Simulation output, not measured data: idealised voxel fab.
process module | voxel transistor to metal
cross-section cut | 185 nm wide | cells 5 nm
A cross-section is a grid of square cells, given in bands from the top down. A band is one or more rows of cells.
Each band's line starts with the height of the band's top and of its bottom, in nm. Then come its materials from left to right, each with its width in nm. One material with "throughout" fills the band from edge to edge. "air" is empty space.
Height 0 is the level under which the wafer as received is all one material. The lowest band goes on downwards, as in "0 down".
A width such as "30 to 40" changes by the same amount from each row of cells to the next, from the band's top row to its bottom row.
"no change" after a step means that no cell of the cross-section changed.
closed voids: empty space of 8 cells or more with no open way to the top, each as width x height at its distance from the left edge, in nm
after a step's settings: what the simulator itself notes on the step
overlay nm, on a step with a mask: how far to the right of its planned place the mask lay; to the left if negative
plan
1 op RECEIVE | material Si
2 op OXIDIZE | depth nm 5
3 op CONFORMAL_DEP | material SiN | thk nm 15
4 op PATTERN | tone cover | mask id ACTIVE | material resist | width nm 115 | thk nm 15 | overlay nm 0
5 op DIRECTIONAL_ETCH | etch materials SiN | depth nm 15
6 op DIRECTIONAL_ETCH | etch materials SiO2 | depth nm 5
7 op DIRECTIONAL_ETCH | etch materials Si | depth nm 30
8 op STRIP | etch materials resist
9 op OXIDIZE | depth nm 5
10 op FILL_DEP | material SiO2 | thk nm 10
11 op CMP | height nm 15
12 op SELECTIVE_ETCH | etch materials SiO2 | depth nm 10
13 op STRIP | etch materials SiN
14 op SELECTIVE_ETCH | etch materials SiO2 | depth nm 5
15 op OXIDIZE | depth nm 5
16 op DIRECTIONAL_DEP | material polySi | thk nm 30
17 op DIRECTIONAL_DEP | material SiCN | thk nm 15
18 op PATTERN | tone cover | mask id GATE | material resist | width nm 35 | thk nm 20 | overlay nm 0
19 op DIRECTIONAL_ETCH | etch materials SiCN | depth nm 25
20 op DIRECTIONAL_ETCH | etch materials polySi | depth nm 40
21 op STRIP | etch materials resist
22 op CONFORMAL_DEP | material SiN | thk nm 5
23 op DIRECTIONAL_ETCH | etch materials SiN | depth nm 5
24 op DIRECTIONAL_ETCH | etch materials SiO2 | depth nm 5
25 op DIRECTIONAL_ETCH | etch materials Si | depth nm 10
26 op EPI | material pSi | thk nm 15
27 op FILL_DEP | material SiO2 | thk nm 5
28 op CMP | height nm 25
29 op STRIP | etch materials polySi
30 op SELECTIVE_ETCH | etch materials SiO2 | depth nm 5
31 op CONFORMAL_DEP | material HfO2 | thk nm 5
32 op CONFORMAL_DEP | material TiN | thk nm 5
33 op FILL_DEP | material W | thk nm 10
34 op CMP | height nm 20
35 op DIRECTIONAL_DEP | material SiO2 | thk nm 10
36 op PATTERN | tone open | mask id CONTACT | material resist | width nm 15 | pitch nm 90 | thk nm 15 | overlay nm 0
37 op DIRECTIONAL_ETCH | etch materials SiO2 | depth nm 35
38 op STRIP | etch materials resist
39 op CONFORMAL_DEP | material TiN | thk nm 5
40 op FILL_DEP | material W | thk nm 10
41 op CMP | height nm 30
42 op CONFORMAL_DEP | material SiCN | thk nm 5
43 op DIRECTIONAL_DEP | material lowk | thk nm 25
44 op PATTERN | tone open | mask id METAL_1 | material resist | width nm 15 | pitch nm 90 | thk nm 15 | overlay nm 0
45 op DIRECTIONAL_ETCH | etch materials lowk | depth nm 25
46 op DIRECTIONAL_ETCH | etch materials SiCN | depth nm 5
47 op STRIP | etch materials resist
48 op CONFORMAL_DEP | material TiN | thk nm 5
49 op FILL_DEP | material Cu | thk nm 10
50 op CMP | height nm 60
51 op EPI | material Ru | thk nm 5
52 op FILL_DEP | material SiCN | thk nm 5
53 op DIRECTIONAL_DEP | material lowk | thk nm 30
54 op MASKED_ETCH | tone open | mask id METAL_2 | width nm 15 | pitch nm 90 | etch materials lowk | depth nm 20 | overlay nm 0
55 op PATTERN | tone open | mask id METAL_2_HOLES | material resist | width nm 15 | pitch nm 90 | thk nm 20 | overlay nm 0
56 op DIRECTIONAL_ETCH | etch materials lowk | depth nm 10
57 op DIRECTIONAL_ETCH | etch materials SiCN | depth nm 5
58 op STRIP | etch materials resist
59 op CONFORMAL_DEP | material TiN | thk nm 5
60 op FILL_DEP | material Cu | thk nm 5
61 op CMP | height nm 100
62 op CONFORMAL_DEP | material SiCN | thk nm 5
as received, after step 1
  0 down: Si throughout
  closed voids: none
first wafer at the end, as planned
  105 to 100: SiCN throughout
  100 to 70: lowk 40 | TiN 5 | Cu 5 | TiN 5 | lowk 75 | TiN 5 | Cu 5 | TiN 5 | lowk 40
  70 to 65: SiCN 40 | TiN 15 | SiCN 75 | TiN 15 | SiCN 40
  65 to 60: SiCN 35 | Ru 25 | SiCN 65 | Ru 25 | SiCN 35
  60 to 35: lowk 40 | TiN 5 | Cu 5 | TiN 5 | lowk 75 | TiN 5 | Cu 5 | TiN 5 | lowk 40
  35 to 30: SiCN 40 | TiN 15 | SiCN 75 | TiN 15 | SiCN 40
  30 to 20: SiO2 40 | TiN 5 | W 5 | TiN 5 | SiO2 75 | TiN 5 | W 5 | TiN 5 | SiO2 40
  20 to 5: SiO2 40 | TiN 5 | W 5 | TiN 5 | SiO2 15 | SiN 5 | HfO2 5 | TiN 5 | W 15 | TiN 5 | HfO2 5 | SiN 5 | SiO2 15 | TiN 5 | W 5 | TiN 5 | SiO2 40
  5 to 0: SiO2 40 | TiN 5 | W 5 | TiN 5 | pSi 15 | SiN 5 | HfO2 5 | TiN 5 | W 15 | TiN 5 | HfO2 5 | SiN 5 | pSi 15 | TiN 5 | W 5 | TiN 5 | SiO2 40
  0 to -5: SiO2 30 | SiN 5 | SiO2 5 | TiN 15 | pSi 15 | SiN 5 | HfO2 5 | TiN 25 | HfO2 5 | SiN 5 | pSi 15 | TiN 15 | SiO2 5 | SiN 5 | SiO2 30
  -5 to -10: SiO2 35 | pSi 35 | HfO2 45 | pSi 35 | SiO2 35
  -10 to -20: SiO2 40 | pSi 30 | Si 45 | pSi 30 | SiO2 40
  -20 to -40: SiO2 40 | Si 105 | SiO2 40
  -40 down: Si throughout
  closed voids: none
second wafer at the end: like start, like plan, one mistake
  105 to 100: SiCN throughout
  100 to 70: lowk 40 | TiN 5 | Cu 5 | TiN 5 | lowk 75 | TiN 5 | Cu 5 | TiN 5 | lowk 40
  70 to 65: SiCN 40 | TiN 15 | SiCN 75 | TiN 15 | SiCN 40
  65 to 60: SiCN 35 | Ru 30 | SiCN 60 | Ru 30 | SiCN 30
  60 to 35: lowk 40 | TiN 5 | Cu 10 | TiN 5 | lowk 70 | TiN 5 | Cu 10 | TiN 5 | lowk 35
  35 to 30: SiCN 40 | TiN 20 | SiCN 70 | TiN 20 | SiCN 35
  30 to 20: SiO2 40 | TiN 5 | W 5 | TiN 5 | SiO2 75 | TiN 5 | W 5 | TiN 5 | SiO2 40
  20 to 5: SiO2 40 | TiN 5 | W 5 | TiN 5 | SiO2 15 | SiN 5 | HfO2 5 | TiN 5 | W 15 | TiN 5 | HfO2 5 | SiN 5 | SiO2 15 | TiN 5 | W 5 | TiN 5 | SiO2 40
  5 to 0: SiO2 40 | TiN 5 | W 5 | TiN 5 | pSi 15 | SiN 5 | HfO2 5 | TiN 5 | W 15 | TiN 5 | HfO2 5 | SiN 5 | pSi 15 | TiN 5 | W 5 | TiN 5 | SiO2 40
  0 to -5: SiO2 30 | SiN 5 | SiO2 5 | TiN 15 | pSi 15 | SiN 5 | HfO2 5 | TiN 25 | HfO2 5 | SiN 5 | pSi 15 | TiN 15 | SiO2 5 | SiN 5 | SiO2 30
  -5 to -10: SiO2 35 | pSi 35 | HfO2 45 | pSi 35 | SiO2 35
  -10 to -20: SiO2 40 | pSi 30 | Si 45 | pSi 30 | SiO2 40
  -20 to -40: SiO2 40 | Si 105 | SiO2 40
  -40 down: Si throughout
  closed voids: none
what went wrong: step 44 ran as: op PATTERN | tone open | mask id METAL_1 | material resist | width nm 20 | pitch nm 90 | thk nm 15 | overlay nm 0
at the end the second wafer has, in cells: 10 more of Cu | 2 more of Ru | 4 fewer of SiCN | 2 more of TiN | 10 fewer of lowk
